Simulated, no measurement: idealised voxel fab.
Documented hereafter: the process module known as voxel lift off.
The figure presents cross-section cut, which has a width of 285 nm and is divided into square cells with an edge length of 5 nm.
Each cross-section below is a grid of square cells, stated as bands in top-down order, with one or more rows of cells making up each band.
This entry defines a band. It first specifies the height of the band's top and the height of its bottom in nm, and then specifies the band's materials from left to right, stating each material with its width in nm. The word "full width" identifies a single material that fills the band from edge to edge, while the word "empty" identifies empty space.
Heads up on the height convention: 0 is the point under which the incoming wafer is all one material, and the lowest band has no bottom, it just keeps going down, like "z 0 and below".
Graded width ("30 to 40"): value in top row of band = first number; value in bottom row = second number; row-to-row change constant.
"nothing changed" for a step: no cell of the cross-section changed in that step.
"Sealed-off cavities" contains a list of empty spaces, each no smaller than 8 cells and without an open way to the top, written in the form width x height at distance with the distance from the left edge and all three in nm.
Post-settings text on a step line: simulator's own remark regarding the step.
"overlay nm" on a masked step: distance the mask lay right of its planned place, negative for left.
Intended process steps:
| 1 | RECEIVE: material Si |
| 2 | CONFORMAL_DEP: material Al2O3, thk nm 5 |
| 3 | PATTERN: tone open, mask id LINES, material resist, width nm 15, pitch nm 40, thk nm 25, overlay nm 0 |
| 4 | DIRECTIONAL_DEP: material Ru, thk nm 15 |
| 5 | STRIP: etch materials resist |
| 6 | CONFORMAL_DEP: material SiN, thk nm 5 |
As received (post step 1): cross-section:
	z 0 and below: Si full width
	Sealed-off cavities: none
The first of the two wafers as seen in cross-section once the module was finished; processing followed the plan:
	z 25 to 20: 70 empty, then 25 SiN, then 15 empty, then 25 SiN, then 15 empty, then 25 SiN, then 15 empty, then 25 SiN, then 70 empty
	z 20 to 10: 70 empty, then 5 SiN, then 15 Ru, then 5 SiN, then 15 empty, then 5 SiN, then 15 Ru, then 5 SiN, then 15 empty, then 5 SiN, then 15 Ru, then 5 SiN, then 15 empty, then 5 SiN, then 15 Ru, then 5 SiN, then 70 empty
	z 10 to 5: 75 SiN, then 15 Ru, then 25 SiN, then 15 Ru, then 25 SiN, then 15 Ru, then 25 SiN, then 15 Ru, then 75 SiN
	z 5 to 0: Al2O3 full width
	z 0 and below: Si full width
	Sealed-off cavities: none
So this is wafer number two of the two, cut at the end of the module - it started where the first did and had the same plan, we just got one thing wrong running it:
	z 25 to 20: 70 empty, then 25 SiN, then 15 empty, then 25 SiN, then 15 empty, then 25 SiN, then 15 empty, then 25 SiN, then 70 empty
	z 20 to 10: 70 empty, then 5 SiN, then 15 Al2O3, then 5 SiN, then 15 empty, then 5 SiN, then 15 Al2O3, then 5 SiN, then 15 empty, then 5 SiN, then 15 Al2O3, then 5 SiN, then 15 empty, then 5 SiN, then 15 Al2O3, then 5 SiN, then 70 empty
	z 10 to 5: 75 SiN, then 15 Al2O3, then 25 SiN, then 15 Al2O3, then 25 SiN, then 15 Al2O3, then 25 SiN, then 15 Al2O3, then 75 SiN
	z 5 to 0: Al2O3 full width
	z 0 and below: Si full width
	Sealed-off cavities: none
Nonconformance to the process plan: the process deviated at step 4: the operation and settings actually run there were DIRECTIONAL_DEP: material Al2O3, thk nm 15
The second wafer ends with more or fewer cells of some materials than the first, per final count: +36 Al2O3; -36 Ru
